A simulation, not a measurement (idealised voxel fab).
Process module, titled voxel wiring stack
The cross-section on display is named cut; it measures 240 nm wide, and its cells are 5 nm squares.
Cross-section spec: square-cell grid; bands listed top down; each band is one or more rows. Band: top height; bottom height; in nm. Then, left to right: material with width in nm, for each material. "all across": a single material spanning edge to edge. "empty": empty space. Height datum 0, below which the as-received substrate wafer is one material. Lowest band open at the bottom, running downward: "z 0 and below". Width "30 to 40": first value at the band's top row of cells, second value at its bottom row, equal change from row to row. Step marked "no alteration"? Then no cell in the cross-section changed in it. The list in "Fully sealed voids" covers empty spaces of 8 cells or more that cannot reach the top through any open way, and it gives each as width x height at distance; the distance is from the left edge, and width, height and distance are in nm. after a step's settings: what the simulator itself notes on the step. A step line may carry the setting "overlay nm", which, for steps involving a mask, states the distance by which the mask lay to the right of its intended position; negative values denote displacement to the left.
# Intended process steps
1) RECEIVE: material Si
2) CONFORMAL_DEP: material SiO2, thk nm 15
3) DIRECTIONAL_DEP: material TiN, thk nm 5
4) DIRECTIONAL_DEP: material W, thk nm 20
5) DIRECTIONAL_DEP: material aC, thk nm 15
6) PATTERN: tone cover, mask id METAL_1, material resist, width nm 20, pitch nm 40, thk nm 35, overlay nm 0
7) DIRECTIONAL_ETCH: etch materials aC, depth nm 15
8) STRIP: etch materials resist
9) DIRECTIONAL_ETCH: etch materials W, depth nm 20
10) DIRECTIONAL_ETCH: etch materials TiN, depth nm 5
11) STRIP: etch materials aC
12) CONFORMAL_DEP: material SiCN, thk nm 5
13) FILL_DEP: material lowk, thk nm 5
14) CMP: height nm 40
15) CONFORMAL_DEP: material SiCN, thk nm 5
16) DIRECTIONAL_DEP: material lowk, thk nm 20
17) DIRECTIONAL_DEP: material aC, thk nm 15
18) PATTERN: tone open, mask id PLUG_1, material resist, width nm 15, pitch nm 40, thk nm 30, overlay nm 0
19) DIRECTIONAL_ETCH: etch materials aC, depth nm 15
20) STRIP: etch materials resist
21) DIRECTIONAL_ETCH: etch materials lowk, depth nm 20
22) DIRECTIONAL_ETCH: etch materials SiCN, depth nm 5
23) STRIP: etch materials aC
24) EPI: material Ru, thk nm 10
25) EPI: material Ru, thk nm 10
26) EPI: material Ru, thk nm 5
27) DIRECTIONAL_DEP: material TiN, thk nm 5
28) DIRECTIONAL_DEP: material Ru, thk nm 15
29) DIRECTIONAL_DEP: material aC, thk nm 10
30) PATTERN: tone cover, mask id METAL_2, material resist, width nm 20, pitch nm 40, thk nm 30, overlay nm 0
31) DIRECTIONAL_ETCH: etch materials aC, depth nm 10
32) STRIP: etch materials resist
33) DIRECTIONAL_ETCH: etch materials Ru, depth nm 15
34) DIRECTIONAL_ETCH: etch materials TiN, depth nm 5
35) STRIP: etch materials aC
36) FILL_DEP: material SiO2, thk nm 10
37) CMP: height nm 85
38) CONFORMAL_DEP: material SiN, thk nm 5
# Incoming wafer in cross-section (state: after step 1)
    z 0 and below = Si all across
    Fully sealed voids: none
# Looking at the first of two wafers in cross-section at end of module - ran to plan
    z 90 to 85 = SiN all across
    z 85 to 70 = 50 SiO2 | 20 Ru | 20 SiO2 | 20 Ru | 20 SiO2 | 20 Ru | 20 SiO2 | 20 Ru | 50 SiO2
    z 70 to 65 = 50 SiO2 | 20 TiN | 20 SiO2 | 20 TiN | 20 SiO2 | 20 TiN | 20 SiO2 | 20 TiN | 50 SiO2
    z 65 to 45 = 50 lowk | 15 Ru | 25 lowk | 15 Ru | 25 lowk | 15 Ru | 25 lowk | 15 Ru | 55 lowk
    z 45 to 40 = 50 SiCN | 15 Ru | 25 SiCN | 15 Ru | 25 SiCN | 15 Ru | 25 SiCN | 15 Ru | 55 SiCN
    z 40 to 20 = 45 lowk | 5 SiCN | 20 W | 5 SiCN | 10 lowk | 5 SiCN | 20 W | 5 SiCN | 10 lowk | 5 SiCN | 20 W | 5 SiCN | 10 lowk | 5 SiCN | 20 W | 5 SiCN | 45 lowk
    z 20 to 15 = 50 SiCN | 20 TiN | 20 SiCN | 20 TiN | 20 SiCN | 20 TiN | 20 SiCN | 20 TiN | 50 SiCN
    z 15 to 0 = SiO2 all across
    z 0 and below = Si all across
    Fully sealed voids: none
# Second wafer through the module, sectioned at the end: same beginning and same plan as the first wafer, with one mistake in carrying it out
    z 90 to 85 = SiN all across
    z 85 to 80 = 50 SiO2 | 20 Ru | 20 SiO2 | 20 Ru | 20 SiO2 | 20 Ru | 20 SiO2 | 20 Ru | 50 SiO2
    z 80 to 75 = 50 SiO2 | 20 TiN | 20 SiO2 | 20 TiN | 20 SiO2 | 20 TiN | 20 SiO2 | 20 TiN | 50 SiO2
    z 75 to 65 = 40 SiO2 | 35 Ru | 5 SiO2 | 35 Ru | 5 SiO2 | 35 Ru | 5 SiO2 | 35 Ru | 45 SiO2
    z 65 to 45 = 50 lowk | 15 Ru | 25 lowk | 15 Ru | 25 lowk | 15 Ru | 25 lowk | 15 Ru | 55 lowk
    z 45 to 40 = 50 SiCN | 15 Ru | 25 SiCN | 15 Ru | 25 SiCN | 15 Ru | 25 SiCN | 15 Ru | 55 SiCN
    z 40 to 20 = 45 lowk | 5 SiCN | 20 W | 5 SiCN | 10 lowk | 5 SiCN | 20 W | 5 SiCN | 10 lowk | 5 SiCN | 20 W | 5 SiCN | 10 lowk | 5 SiCN | 20 W | 5 SiCN | 45 lowk
    z 20 to 15 = 50 SiCN | 20 TiN | 20 SiCN | 20 TiN | 20 SiCN | 20 TiN | 20 SiCN | 20 TiN | 50 SiCN
    z 15 to 0 = SiO2 all across
    z 0 and below = Si all across
    Fully sealed voids: none
Error vs. plan: one of the identical steps 24 and 25 ran twice, and which one cannot be pinned down
Wafer comparison, final, in cells, second relative to first, materials more or fewer: Ru: 24 more, SiO2: 24 fewer
